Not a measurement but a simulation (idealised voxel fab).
Process module name: voxel capacitor over wiring
Each square cell in cross-section cut measures 5 nm, and the section as a whole is 265 nm wide.
A cross-section is a grid of square cells, given in bands from the top down. A band is one or more rows of cells. For a band, the entry starts with two heights in nm, that of the top and then that of the bottom, and carries on with the band's materials in order from left to right, each alongside its width in nm; the word "throughout" beside a single material means it fills the band edge to edge, and "air" means empty space. Beneath 0, the wafer as received is one material, and that level is where height counting begins. The lowest band goes on downward without a bottom; it is written like "0 nm and below". It should be noted that a width expressed as "30->40" varies in equal increments from row to row of cells within the band, taking the value of the first number at the top row and that of the second number at the bottom row. "everything unchanged" after a step means that no cell of the cross-section changed. In the "Enclosed void list" entry, you get each enclosed empty space of 8 cells or more, one with no open way to the top, written width x height at distance, distance from the left edge, in nm. That trailing text on a step's line, after the settings, is the simulator's own remark on the step. "overlay nm" denotes, for a step that has a mask, the displacement of the mask to the right of its planned place, with negative values corresponding to the left.
Process steps foreseen in the plan:
1 RECEIVE: material Si
2 CONFORMAL_DEP: material SiO2, thk nm 15
3 DIRECTIONAL_DEP: material TiN, thk nm 5
4 DIRECTIONAL_DEP: material W, thk nm 15
5 PATTERN: tone cover, mask id METAL_1, material resist, width nm 25, pitch nm 80, thk nm 15, overlay nm 0
6 DIRECTIONAL_ETCH: etch materials W, depth nm 15
7 DIRECTIONAL_ETCH: etch materials TiN, depth nm 5
8 STRIP: etch materials resist
9 CONFORMAL_DEP: material SiCN, thk nm 5
10 FILL_DEP: material lowk, thk nm 5
11 CMP: height nm 35
12 CONFORMAL_DEP: material SiCN, thk nm 5
13 DIRECTIONAL_DEP: material lowk, thk nm 20
14 PATTERN: tone open, mask id PLUG_1, material resist, width nm 15, thk nm 15, overlay nm 0
15 DIRECTIONAL_ETCH: etch materials lowk, depth nm 20
16 DIRECTIONAL_ETCH: etch materials SiCN, depth nm 5
17 STRIP: etch materials resist
18 CONFORMAL_DEP: material TiN, thk nm 5
19 FILL_DEP: material W, thk nm 5
20 CMP: height nm 60
21 DIRECTIONAL_DEP: material TiN, thk nm 5
22 DIRECTIONAL_DEP: material HfO2, thk nm 5
23 DIRECTIONAL_DEP: material TiN, thk nm 5
24 PATTERN: tone cover, mask id UPPER_PLATE, material resist, width nm 60, thk nm 15, overlay nm 0
25 DIRECTIONAL_ETCH: etch materials TiN, depth nm 5
26 DIRECTIONAL_ETCH: etch materials HfO2, depth nm 5
27 STRIP: etch materials resist
28 PATTERN: tone cover, mask id LOWER_PLATE, material resist, width nm 70, thk nm 15, overlay nm 0
29 DIRECTIONAL_ETCH: etch materials TiN, depth nm 5
30 STRIP: etch materials resist
31 FILL_DEP: material SiO2, thk nm 15
32 CMP: height nm 85
33 DIRECTIONAL_DEP: material aC, thk nm 10
34 PATTERN: tone open, mask id PLUG_2, material resist, width nm 15, thk nm 30, overlay nm 0
35 DIRECTIONAL_ETCH: etch materials aC, depth nm 10
36 STRIP: etch materials resist
37 DIRECTIONAL_ETCH: etch materials SiO2, depth nm 10
38 STRIP: etch materials aC
39 CONFORMAL_DEP: material TiN, thk nm 5
40 FILL_DEP: material Ru, thk nm 10
41 CMP: height nm 85
42 CONFORMAL_DEP: material SiCN, thk nm 5
Cross-section, incoming material, after step 1:
* 0 nm and below  Si throughout
* Enclosed void list: none
The following cross-section depicts the wafer upon conclusion of the module. Processing commenced from the starting condition illustrated above and adhered to the plan illustrated above, save for one mistake in execution:
* 90 nm to 85 nm  SiCN throughout
* 85 nm to 80 nm  100 SiO2, 5 TiN, 5 Ru, 5 TiN, 150 SiO2
* 80 nm to 70 nm  100->90 SiO2, 15->60 TiN, 150->115 SiO2
* 70 nm to 65 nm  90 SiO2, 60 HfO2, 115 SiO2
* 65 nm to 60 nm  80 SiO2, 80 TiN, 105 SiO2
* 60 nm to 40 nm  90 lowk, 5 TiN, 5 W, 5 TiN, 160 lowk
* 40 nm to 35 nm  90 SiCN, 15 TiN, 160 SiCN
* 35 nm to 20 nm  75 lowk, 5 SiCN, 25 W, 5 SiCN, 45 lowk, 5 SiCN, 25 W, 5 SiCN, 75 lowk
* 20 nm to 15 nm  80 SiCN, 25 TiN, 55 SiCN, 25 TiN, 80 SiCN
* 15 nm to 0 nm  SiO2 throughout
* 0 nm and below  Si throughout
* Enclosed void list: none
Deviation from plan: off-plan run, step 28, actual operation and settings PATTERN: tone cover, mask id LOWER_PLATE, material resist, width nm 80, thk nm 15, overlay nm 0
